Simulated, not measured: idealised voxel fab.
Module name: voxel transistor to metal (process module)
In the cross-section labelled cut, the width is 150 nm and each square cell is 5 nm.
A cross-section is a grid of square cells, given in bands from the top down. A band is one or more rows of cells.
A band entry consists of two parts. The first gives the height of the band's top and the height of its bottom, in nm. The rest lists the band's materials from left to right, each with its width in nm. A single material labelled with the word "everywhere" fills the band from edge to edge, and the word "blank" marks empty space.
Height datum 0, below which the as-received substrate wafer is one material. Lowest band open at the bottom, running downward: "0 and below".
Note: "30 to 40" means the width goes from the first number (top row of the band) to the second number (bottom row) in equal steps per row of cells.
No cell of the cross-section changed in a step that is given as "left unchanged".
The list in "Closed void inventory" covers empty spaces of 8 cells or more that cannot reach the top through any open way, and it gives each as width x height at distance; the distance is from the left edge, and width, height and distance are in nm.
Whatever follows a step's settings on its line is a remark the simulator itself makes about that step.
overlay nm: how far to the right of its planned place the mask lay on this masked step (negative: to the left).
-- This section lists the process steps that were planned
1. RECEIVE,material Si
2. OXIDIZE,depth nm 5
3. CONFORMAL_DEP,material SiN,thk nm 15
4. MASKED_ETCH,tone cover,mask id ACTIVE,width nm 105,etch materials SiN,depth nm 15,overlay nm 0
5. MASKED_ETCH,tone cover,mask id ACTIVE,width nm 105,etch materials SiO2,depth nm 5,overlay nm 0
6. MASKED_ETCH,tone cover,mask id ACTIVE,width nm 105,etch materials Si,depth nm 35,overlay nm 0
7. FILL_DEP,material SiO2,thk nm 15
8. CMP,height nm 15
9. SELECTIVE_ETCH,etch materials SiO2,depth nm 15
10. STRIP,etch materials SiN
11. SELECTIVE_ETCH,etch materials SiO2,depth nm 5
12. OXIDIZE,depth nm 5
13. DIRECTIONAL_DEP,material polySi,thk nm 15
14. DIRECTIONAL_DEP,material SiCN,thk nm 15
15. DIRECTIONAL_DEP,material aC,thk nm 10
16. PATTERN,tone cover,mask id GATE,material resist,width nm 25,thk nm 30,overlay nm 0
17. DIRECTIONAL_ETCH,etch materials aC,depth nm 10
18. STRIP,etch materials resist
19. DIRECTIONAL_ETCH,etch materials SiCN,depth nm 25
20. DIRECTIONAL_ETCH,etch materials polySi,depth nm 35
21. STRIP,etch materials aC
22. CONFORMAL_DEP,material SiN,thk nm 5
23. DIRECTIONAL_ETCH,etch materials SiN,depth nm 5
24. DIRECTIONAL_ETCH,etch materials SiO2,depth nm 5
25. DIRECTIONAL_ETCH,etch materials Si,depth nm 5
26. EPI,material SiGe,thk nm 5
27. FILL_DEP,material SiO2,thk nm 10
28. CMP,height nm 20
29. STRIP,etch materials polySi
30. SELECTIVE_ETCH,etch materials SiO2,depth nm 5
31. CONFORMAL_DEP,material HfO2,thk nm 5
32. CONFORMAL_DEP,material TiN,thk nm 5
33. FILL_DEP,material W,thk nm 5
34. CMP,height nm 15
35. DIRECTIONAL_DEP,material SiO2,thk nm 10
36. MASKED_ETCH,tone open,mask id CONTACT,width nm 15,pitch nm 80,etch materials SiO2,depth nm 35,overlay nm 0
37. CONFORMAL_DEP,material TiN,thk nm 5
38. FILL_DEP,material W,thk nm 10
39. CMP,height nm 25
40. DIRECTIONAL_DEP,material TiN,thk nm 5
41. DIRECTIONAL_DEP,material W,thk nm 15
42. PATTERN,tone cover,mask id METAL_1,material resist,width nm 15,pitch nm 80,thk nm 20,overlay nm 0
43. DIRECTIONAL_ETCH,etch materials W,depth nm 15
44. DIRECTIONAL_ETCH,etch materials TiN,depth nm 5
45. STRIP,etch materials resist
46. FILL_DEP,material SiO2,thk nm 5
47. CMP,height nm 45
48. CONFORMAL_DEP,material SiN,thk nm 5
The thk nm used in step 13 is not the same on every wafer, whereas the starting condition is; the value printed in the plan is the first wafer's.
-- So this is the first of several wafers, cross-sectioned as it came to us, meaning it's at the end of step 1
0 and below = Si everywhere
Closed void inventory: none
-- End of module, by wafer: material-by-material cell gain (+) or loss (-) since receipt, then closed voids
thk nm 15; -128 Si; +5 SiCN; +16 SiGe; +38 SiN; +288 SiO2; +36 TiN; +30 W; +15 polySi; Closed void inventory: none
thk nm 20; -128 Si; +16 SiGe; +38 SiN; +288 SiO2; +36 TiN; +30 W; +20 polySi; Closed void inventory: none
thk nm 25; +15 HfO2; -128 Si; +16 SiGe; +38 SiN; +281 SiO2; +45 TiN; +33 W; Closed void inventory: none
thk nm 30; +15 HfO2; -128 Si; +16 SiGe; +38 SiN; +281 SiO2; +45 TiN; +33 W; Closed void inventory: none
thk nm 35; +15 HfO2; -128 Si; +16 SiGe; +38 SiN; +281 SiO2; +45 TiN; +33 W; Closed void inventory: none
